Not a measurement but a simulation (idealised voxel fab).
Documented hereafter: the process module known as voxel self aligned contacts.
This is section cut - it's 205 nm across, gridded in 5 nm square cells.
Format of a cross-section: grid, square cells. Given as bands. Order: top down. Band: one or more rows of cells.
Per band: top height and bottom height in nm, followed by the left-to-right materials and their widths in nm; "throughout" marks a single material spanning edge to edge, "blank" marks empty space.
Heights from 0 (as-received wafer is one material below). Bottom band endless downward, as "from 0 down".
It should be noted that a width expressed as "30..40" varies in equal increments from row to row of cells within the band, taking the value of the first number at the top row and that of the second number at the bottom row.
What does "nothing changed" mean for a step? It means no cell of the cross-section changed in that step.
The label "Sealed cavities" introduces a list of the empty spaces, 8 cells or larger, that have no open way up to the top; each entry in it reads width x height at distance, where the distance is taken from the left edge and all three are stated in nm.
Note: text after step settings on the step line = simulator remark on that step.
Each step line may optionally specify "overlay nm", which for a step with a mask gives the rightward distance between the mask's planned place and where it lay, a negative value indicating the leftward direction.

Process steps - plan
1,RECEIVE,material Si
2,CONFORMAL_DEP,material SiO2,thk nm 5
3,DIRECTIONAL_DEP,material polySi,thk nm 20
4,DIRECTIONAL_DEP,material SiN,thk nm 15
5,MASKED_ETCH,tone cover,mask id GATE,width nm 30,pitch nm 65,etch materials SiN,depth nm 15,overlay nm 0
6,MASKED_ETCH,tone cover,mask id GATE,width nm 30,pitch nm 65,etch materials polySi,depth nm 20,overlay nm 0
7,CONFORMAL_DEP,material SiN,thk nm 5
8,DIRECTIONAL_ETCH,etch materials SiN,depth nm 5
9,FILL_DEP,material SiO2,thk nm 20
10,CMP,height nm 50
11,DIRECTIONAL_DEP,material aC,thk nm 10
12,PATTERN,tone open,mask id CONTACT,material resist,width nm 45,thk nm 25,overlay nm 0
13,DIRECTIONAL_ETCH,etch materials aC,depth nm 10
14,STRIP,etch materials resist
15,DIRECTIONAL_ETCH,etch materials SiO2,depth nm 50
16,STRIP,etch materials aC
17,CONFORMAL_DEP,material TiN,thk nm 5
18,FILL_DEP,material W,thk nm 10
19,CMP,height nm 50
20,CONFORMAL_DEP,material SiN,thk nm 5

Cross-section: wafer on arrival = after step 1
> from 0 down | Si throughout
> Sealed cavities: none

Look at the cross-section after the module: the wafer started out the way shown above and the plan was the one shown above, yet one mistake was made along the way
> from 55 to 50 | SiN throughout
> from 50 to 45 | 50 SiO2 | 40 SiN | 5 TiN | 15 W | 5 TiN | 40 SiN | 50 SiO2
> from 45 to 40 | 50 SiO2 | 40 SiN | 25 TiN | 40 SiN | 50 SiO2
> from 40 to 25 | SiN throughout
> from 25 to 5 | polySi throughout
> from 5 to 0 | SiO2 throughout
> from 0 down | Si throughout
> Sealed cavities: none
Plan not followed: it should be noted that step 4 of the plan was executed twice
